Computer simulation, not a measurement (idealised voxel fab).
Process module name: voxel fin reveal
The cross-section on display is named cut; it measures 250 nm wide, and its cells are 5 nm squares.
Heads up, the way a cross-section reads in here is a grid of square cells, handed over as bands from the top down, with every band being one or more rows of cells. For a band, the entry starts with two heights in nm, that of the top and then that of the bottom, and carries on with the band's materials in order from left to right, each alongside its width in nm; the word "everywhere" beside a single material means it fills the band edge to edge, and "blank" means empty space. Height reference: 0 = level under which incoming wafer is all one material. Lowest band: no bottom, runs on downward, e.g. "0 and below". With a width like "30->40", each row of cells in the band differs from the next by the same amount, the top row carrying the first number and the bottom row the second. It should be understood that the words "left unchanged", when stated for a given step, signify that the cross-section underwent no change in any of its cells during that step. So "Sealed void listing" is basically the list of trapped voids: any empty space of 8 cells or more that can't reach the top through an opening. They're written width x height at distance, the distance being from the left edge, and it's all nm. Formally, on a step line, whatever follows the settings is a remark that the simulator itself makes on the step. You can add "overlay nm" to a step's line. For a step with a mask, it describes how far the mask lay to the right of its planned position, and a negative number describes a lay to the left.

## Steps planned for the process
1) RECEIVE, material Si
2) CONFORMAL_DEP, material SiN, thk nm 5
3) PATTERN, tone cover, mask id FINS, material resist, width nm 15, pitch nm 45, thk nm 20, overlay nm 0
4) DIRECTIONAL_ETCH, etch materials SiN, depth nm 5
5) DIRECTIONAL_ETCH, etch materials Si, depth nm 35
6) STRIP, etch materials resist
7) FILL_DEP, material SiO2, thk nm 5
8) CMP, height nm 5
9) SELECTIVE_ETCH, etch materials SiO2, depth nm 15
10) STRIP, etch materials SiN
11) CONFORMAL_DEP, material HfO2, thk nm 5

## First wafer, two in total, run as planned

## Cross-section of the incoming wafer, state after step 1
- 0 and below = Si everywhere
- Sealed void listing: none

## Cross-section of the wafer after step 2
- 5 down to 0 = SiN everywhere
- Beneath the level 0, the cross-section is identical to its previous state.

## Cross-section of the wafer after step 3
- 25 down to 5 = blank 50 nm  resist 15 nm  blank 30 nm  resist 15 nm  blank 30 nm  resist 15 nm  blank 30 nm  resist 15 nm  blank 50 nm
- Beneath the level 5, the cross-section is identical to its previous state.

## Cross-section of the wafer after step 4
- 25 down to 5 = blank 50 nm  resist 15 nm  blank 30 nm  resist 15 nm  blank 30 nm  resist 15 nm  blank 30 nm  resist 15 nm  blank 50 nm
- 5 down to 0 = blank 50 nm  SiN 15 nm  blank 30 nm  SiN 15 nm  blank 30 nm  SiN 15 nm  blank 30 nm  SiN 15 nm  blank 50 nm
- Beneath the level 0, the cross-section is identical to its previous state.

## Cross-section of the wafer after step 5
- 25 down to 5 = blank 50 nm  resist 15 nm  blank 30 nm  resist 15 nm  blank 30 nm  resist 15 nm  blank 30 nm  resist 15 nm  blank 50 nm
- 5 down to 0 = blank 50 nm  SiN 15 nm  blank 30 nm  SiN 15 nm  blank 30 nm  SiN 15 nm  blank 30 nm  SiN 15 nm  blank 50 nm
- 0 down to -35 = blank 50 nm  Si 15 nm  blank 30 nm  Si 15 nm  blank 30 nm  Si 15 nm  blank 30 nm  Si 15 nm  blank 50 nm
- Beneath the level -35, the cross-section is identical to its previous state.

## Cross-section of the wafer after step 6
- 5 down to 0 = blank 50 nm  SiN 15 nm  blank 30 nm  SiN 15 nm  blank 30 nm  SiN 15 nm  blank 30 nm  SiN 15 nm  blank 50 nm
- Beneath the level 0, the cross-section is identical to its previous state.

## Cross-section of the wafer after step 7
- 10 down to 5 = SiO2 everywhere
- 5 down to 0 = SiO2 50 nm  SiN 15 nm  SiO2 30 nm  SiN 15 nm  SiO2 30 nm  SiN 15 nm  SiO2 30 nm  SiN 15 nm  SiO2 50 nm
- 0 down to -35 = SiO2 50 nm  Si 15 nm  SiO2 30 nm  Si 15 nm  SiO2 30 nm  Si 15 nm  SiO2 30 nm  Si 15 nm  SiO2 50 nm
- Beneath the level -35, the cross-section is identical to its previous state.

## Cross-section of the wafer after step 8
- 5 down to 0 = SiO2 50 nm  SiN 15 nm  SiO2 30 nm  SiN 15 nm  SiO2 30 nm  SiN 15 nm  SiO2 30 nm  SiN 15 nm  SiO2 50 nm
- Beneath the level 0, the cross-section is identical to its previous state.

## Cross-section of the wafer after step 9
- 5 down to 0 = blank 50 nm  SiN 15 nm  blank 30 nm  SiN 15 nm  blank 30 nm  SiN 15 nm  blank 30 nm  SiN 15 nm  blank 50 nm
- 0 down to -10 = blank 50 nm  Si 15 nm  blank 30 nm  Si 15 nm  blank 30 nm  Si 15 nm  blank 30 nm  Si 15 nm  blank 50 nm
- Beneath the level -10, the cross-section is identical to its previous state.

## Cross-section of the wafer after step 10
- 0 down to -10 = blank 50 nm  Si 15 nm  blank 30 nm  Si 15 nm  blank 30 nm  Si 15 nm  blank 30 nm  Si 15 nm  blank 50 nm
- Beneath the level -10, the cross-section is identical to its previous state.

## Cross-section of the wafer after step 11
- 5 down to 0 = blank 45 nm  HfO2 25 nm  blank 20 nm  HfO2 25 nm  blank 20 nm  HfO2 25 nm  blank 20 nm  HfO2 25 nm  blank 45 nm
- 0 down to -5 = blank 45 nm  HfO2 5 nm  Si 15 nm  HfO2 5 nm  blank 20 nm  HfO2 5 nm  Si 15 nm  HfO2 5 nm  blank 20 nm  HfO2 5 nm  Si 15 nm  HfO2 5 nm  blank 20 nm  HfO2 5 nm  Si 15 nm  HfO2 5 nm  blank 45 nm
- -5 down to -10 = HfO2 50 nm  Si 15 nm  HfO2 30 nm  Si 15 nm  HfO2 30 nm  Si 15 nm  HfO2 30 nm  Si 15 nm  HfO2 50 nm
- Beneath the level -10, the cross-section is identical to its previous state.

## Wafer two. Same start, same plan, one slip in execution. Same as wafer one through step 8, inclusive

## What the second wafer looks like in cross-section when step 9 should have wrapped up
- 5 down to 0 = SiO2 50 nm  blank 15 nm  SiO2 30 nm  blank 15 nm  SiO2 30 nm  blank 15 nm  SiO2 30 nm  blank 15 nm  SiO2 50 nm
- Beneath the level 0, the cross-section is identical to its previous state.

## What the second wafer looks like in cross-section when step 10 should have wrapped up
- 0 down to -10 = blank 50 nm  Si 15 nm  blank 30 nm  Si 15 nm  blank 30 nm  Si 15 nm  blank 30 nm  Si 15 nm  blank 50 nm
- -10 down to -15 = SiO2 35 nm  blank 15 nm  Si 15 nm  blank 30 nm  Si 15 nm  blank 30 nm  Si 15 nm  blank 30 nm  Si 15 nm  blank 15 nm  SiO2 35 nm
- Beneath the level -15, the cross-section is identical to its previous state.

## What the second wafer looks like in cross-section when step 11 should have wrapped up
- 5 down to 0 = blank 45 nm  HfO2 25 nm  blank 20 nm  HfO2 25 nm  blank 20 nm  HfO2 25 nm  blank 20 nm  HfO2 25 nm  blank 45 nm
- 0 down to -5 = blank 45 nm  HfO2 5 nm  Si 15 nm  HfO2 5 nm  blank 20 nm  HfO2 5 nm  Si 15 nm  HfO2 5 nm  blank 20 nm  HfO2 5 nm  Si 15 nm  HfO2 5 nm  blank 20 nm  HfO2 5 nm  Si 15 nm  HfO2 5 nm  blank 45 nm
- -5 down to -10 = HfO2 40 nm  blank 5 nm  HfO2 5 nm  Si 15 nm  HfO2 5 nm  blank 20 nm  HfO2 5 nm  Si 15 nm  HfO2 5 nm  blank 20 nm  HfO2 5 nm  Si 15 nm  HfO2 5 nm  blank 20 nm  HfO2 5 nm  Si 15 nm  HfO2 5 nm  blank 5 nm  HfO2 40 nm
- -10 down to -15 = SiO2 35 nm  HfO2 15 nm  Si 15 nm  HfO2 30 nm  Si 15 nm  HfO2 30 nm  Si 15 nm  HfO2 30 nm  Si 15 nm  HfO2 15 nm  SiO2 35 nm
- Beneath the level -15, the cross-section is identical to its previous state.
Which mistake was made when the wafer was run? steps 9 and 10 were swapped
at the end the second wafer has, in cells: +10 HfO2; -24 SiO2
